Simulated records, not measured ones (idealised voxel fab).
process module | voxel wiring stack
cross-section cut | 190 nm wide | cells 5 nm
A cross-section is a grid of square cells, given in bands from the top down. A band is one or more rows of cells.
Each band's line starts with the height of the band's top and of its bottom, in nm. Then come its materials from left to right, each with its width in nm. One material with "throughout" fills the band from edge to edge. "air" is empty space.
Height 0 is the level under which the wafer as received is all one material. The lowest band goes on downwards, as in "0 down".
A width such as "30 to 40" changes by the same amount from each row of cells to the next, from the band's top row to its bottom row.
"no change" after a step means that no cell of the cross-section changed.
closed voids: empty space of 8 cells or more with no open way to the top, each as width x height at its distance from the left edge, in nm
after a step's settings: what the simulator itself notes on the step
overlay nm, on a step with a mask: how far to the right of its planned place the mask lay; to the left if negative
plan
1 op RECEIVE | material Si
2 op CONFORMAL_DEP | material SiO2 | thk nm 10
3 op DIRECTIONAL_DEP | material TiN | thk nm 5
4 op DIRECTIONAL_DEP | material Ru | thk nm 25
5 op PATTERN | tone cover | mask id METAL_1 | material resist | width nm 25 | pitch nm 40 | thk nm 15 | overlay nm 0
6 op DIRECTIONAL_ETCH | etch materials Ru | depth nm 25
7 op DIRECTIONAL_ETCH | etch materials TiN | depth nm 5
8 op STRIP | etch materials resist
9 op CONFORMAL_DEP | material SiCN | thk nm 5
10 op FILL_DEP | material SiO2 | thk nm 10
11 op CMP | height nm 40
12 op CONFORMAL_DEP | material SiCN | thk nm 5
13 op DIRECTIONAL_DEP | material SiO2 | thk nm 10
14 op MASKED_ETCH | tone open | mask id PLUG_1 | width nm 15 | pitch nm 40 | etch materials SiO2 | depth nm 10 | overlay nm 0
15 op MASKED_ETCH | tone open | mask id PLUG_1 | width nm 15 | pitch nm 40 | etch materials SiCN | depth nm 5 | overlay nm 0
16 op CONFORMAL_DEP | material TiN | thk nm 5
17 op FILL_DEP | material W | thk nm 10
18 op CMP | height nm 55
19 op CONFORMAL_DEP | material SiN | thk nm 5
20 op DIRECTIONAL_DEP | material SiO2 | thk nm 20
21 op DIRECTIONAL_DEP | material aC | thk nm 15
22 op PATTERN | tone open | mask id METAL_2 | material resist | width nm 25 | pitch nm 40 | thk nm 30 | overlay nm 0
23 op DIRECTIONAL_ETCH | etch materials aC | depth nm 15
24 op STRIP | etch materials resist
25 op DIRECTIONAL_ETCH | etch materials SiO2 | depth nm 20
26 op DIRECTIONAL_ETCH | etch materials SiN | depth nm 5
27 op STRIP | etch materials aC
28 op CONFORMAL_DEP | material TiN | thk nm 5
29 op FILL_DEP | material Cu | thk nm 10
30 op CMP | height nm 80
31 op EPI | material Ru | thk nm 5
32 op FILL_DEP | material SiCN | thk nm 5
first wafer, as planned
as received, after step 1
  0 down: Si throughout
  closed voids: none
after step 2
  10 to 0: SiO2 throughout
  below 0: unchanged
after step 3
  15 to 10: TiN throughout
  below 10: unchanged
after step 4
  40 to 15: Ru throughout
  below 15: unchanged
after step 5
  55 to 40: air 40 | resist 25 | air 15 | resist 25 | air 15 | resist 25 | air 45
  below 40: unchanged
after step 6
  55 to 40: air 40 | resist 25 | air 15 | resist 25 | air 15 | resist 25 | air 45
  40 to 15: air 40 | Ru 25 | air 15 | Ru 25 | air 15 | Ru 25 | air 45
  below 15: unchanged
after step 7
  55 to 40: air 40 | resist 25 | air 15 | resist 25 | air 15 | resist 25 | air 45
  40 to 15: air 40 | Ru 25 | air 15 | Ru 25 | air 15 | Ru 25 | air 45
  15 to 10: air 40 | TiN 25 | air 15 | TiN 25 | air 15 | TiN 25 | air 45
  below 10: unchanged
after step 8
  40 to 15: air 40 | Ru 25 | air 15 | Ru 25 | air 15 | Ru 25 | air 45
  below 15: unchanged
after step 9
  45 to 40: air 35 | SiCN 35 | air 5 | SiCN 35 | air 5 | SiCN 35 | air 40
  40 to 15: air 35 | SiCN 5 | Ru 25 | SiCN 5 | air 5 | SiCN 5 | Ru 25 | SiCN 5 | air 5 | SiCN 5 | Ru 25 | SiCN 5 | air 40
  15 to 10: SiCN 40 | TiN 25 | SiCN 15 | TiN 25 | SiCN 15 | TiN 25 | SiCN 45
  below 10: unchanged
after step 10
  55 to 45: SiO2 throughout
  45 to 40: SiO2 35 | SiCN 35 | SiO2 5 | SiCN 35 | SiO2 5 | SiCN 35 | SiO2 40
  40 to 15: SiO2 35 | SiCN 5 | Ru 25 | SiCN 5 | SiO2 5 | SiCN 5 | Ru 25 | SiCN 5 | SiO2 5 | SiCN 5 | Ru 25 | SiCN 5 | SiO2 40
  below 15: unchanged
after step 11
  40 to 15: SiO2 35 | SiCN 5 | Ru 25 | SiCN 5 | SiO2 5 | SiCN 5 | Ru 25 | SiCN 5 | SiO2 5 | SiCN 5 | Ru 25 | SiCN 5 | SiO2 40
  below 15: unchanged
after step 12
  45 to 40: SiCN throughout
  below 40: unchanged
after step 13
  55 to 45: SiO2 throughout
  below 45: unchanged
after step 14
  55 to 45: SiO2 40 | air 15 | SiO2 25 | air 15 | SiO2 25 | air 15 | SiO2 55
  below 45: unchanged
after step 15
  55 to 45: SiO2 40 | air 15 | SiO2 25 | air 15 | SiO2 25 | air 15 | SiO2 55
  45 to 40: SiCN 40 | air 15 | SiCN 25 | air 15 | SiCN 25 | air 15 | SiCN 55
  below 40: unchanged
after step 16
  60 to 55: TiN 45 | air 5 | TiN 35 | air 5 | TiN 35 | air 5 | TiN 60
  55 to 45: SiO2 40 | TiN 5 | air 5 | TiN 5 | SiO2 25 | TiN 5 | air 5 | TiN 5 | SiO2 25 | TiN 5 | air 5 | TiN 5 | SiO2 55
  45 to 40: SiCN 40 | TiN 15 | SiCN 25 | TiN 15 | SiCN 25 | TiN 15 | SiCN 55
  below 40: unchanged
after step 17
  70 to 60: W throughout
  60 to 55: TiN 45 | W 5 | TiN 35 | W 5 | TiN 35 | W 5 | TiN 60
  55 to 45: SiO2 40 | TiN 5 | W 5 | TiN 5 | SiO2 25 | TiN 5 | W 5 | TiN 5 | SiO2 25 | TiN 5 | W 5 | TiN 5 | SiO2 55
  below 45: unchanged
after step 18
  55 to 45: SiO2 40 | TiN 5 | W 5 | TiN 5 | SiO2 25 | TiN 5 | W 5 | TiN 5 | SiO2 25 | TiN 5 | W 5 | TiN 5 | SiO2 55
  below 45: unchanged
after step 19
  60 to 55: SiN throughout
  below 55: unchanged
after step 20
  80 to 60: SiO2 throughout
  below 60: unchanged
after step 21
  95 to 80: aC throughout
  below 80: unchanged
after step 22
  125 to 95: resist 40 | air 25 | resist 15 | air 25 | resist 15 | air 25 | resist 45
  below 95: unchanged
after step 23
  110 to 95: resist 40 | air 25 | resist 15 | air 25 | resist 15 | air 25 | resist 45
  95 to 80: aC 40 | air 25 | aC 15 | air 25 | aC 15 | air 25 | aC 45
  below 80: unchanged
after step 24
  95 to 80: aC 40 | air 25 | aC 15 | air 25 | aC 15 | air 25 | aC 45
  below 80: unchanged
after step 25
  95 to 80: aC 40 | air 25 | aC 15 | air 25 | aC 15 | air 25 | aC 45
  80 to 60: SiO2 40 | air 25 | SiO2 15 | air 25 | SiO2 15 | air 25 | SiO2 45
  below 60: unchanged
after step 26
  95 to 80: aC 40 | air 25 | aC 15 | air 25 | aC 15 | air 25 | aC 45
  80 to 60: SiO2 40 | air 25 | SiO2 15 | air 25 | SiO2 15 | air 25 | SiO2 45
  60 to 55: SiN 40 | air 25 | SiN 15 | air 25 | SiN 15 | air 25 | SiN 45
  below 55: unchanged
after step 27
  80 to 60: SiO2 40 | air 25 | SiO2 15 | air 25 | SiO2 15 | air 25 | SiO2 45
  below 60: unchanged
after step 28
  85 to 80: TiN 45 | air 15 | TiN 25 | air 15 | TiN 25 | air 15 | TiN 50
  80 to 60: SiO2 40 | TiN 5 | air 15 | TiN 5 | SiO2 15 | TiN 5 | air 15 | TiN 5 | SiO2 15 | TiN 5 | air 15 | TiN 5 | SiO2 45
  60 to 55: SiN 40 | TiN 25 | SiN 15 | TiN 25 | SiN 15 | TiN 25 | SiN 45
  below 55: unchanged
after step 29
  95 to 85: Cu throughout
  85 to 80: TiN 45 | Cu 15 | TiN 25 | Cu 15 | TiN 25 | Cu 15 | TiN 50
  80 to 60: SiO2 40 | TiN 5 | Cu 15 | TiN 5 | SiO2 15 | TiN 5 | Cu 15 | TiN 5 | SiO2 15 | TiN 5 | Cu 15 | TiN 5 | SiO2 45
  below 60: unchanged
after step 30
  80 to 60: SiO2 40 | TiN 5 | Cu 15 | TiN 5 | SiO2 15 | TiN 5 | Cu 15 | TiN 5 | SiO2 15 | TiN 5 | Cu 15 | TiN 5 | SiO2 45
  below 60: unchanged
after step 31
  85 to 80: air 35 | Ru 35 | air 5 | Ru 35 | air 5 | Ru 35 | air 40
  below 80: unchanged
after step 32
  90 to 85: SiCN throughout
  85 to 80: SiCN 35 | Ru 35 | SiCN 5 | Ru 35 | SiCN 5 | Ru 35 | SiCN 40
  below 80: unchanged
second wafer: like start, like plan, one mistake. Through step 31 it matches the first wafer
when step 32 should have ended
  100 to 85: SiCN throughout
  85 to 80: SiCN 35 | Ru 35 | SiCN 5 | Ru 35 | SiCN 5 | Ru 35 | SiCN 40
  below 80: unchanged
what went wrong: step 32 ran as: op FILL_DEP | material SiCN | thk nm 15
at the end the second wafer has, in cells: 76 more of SiCN
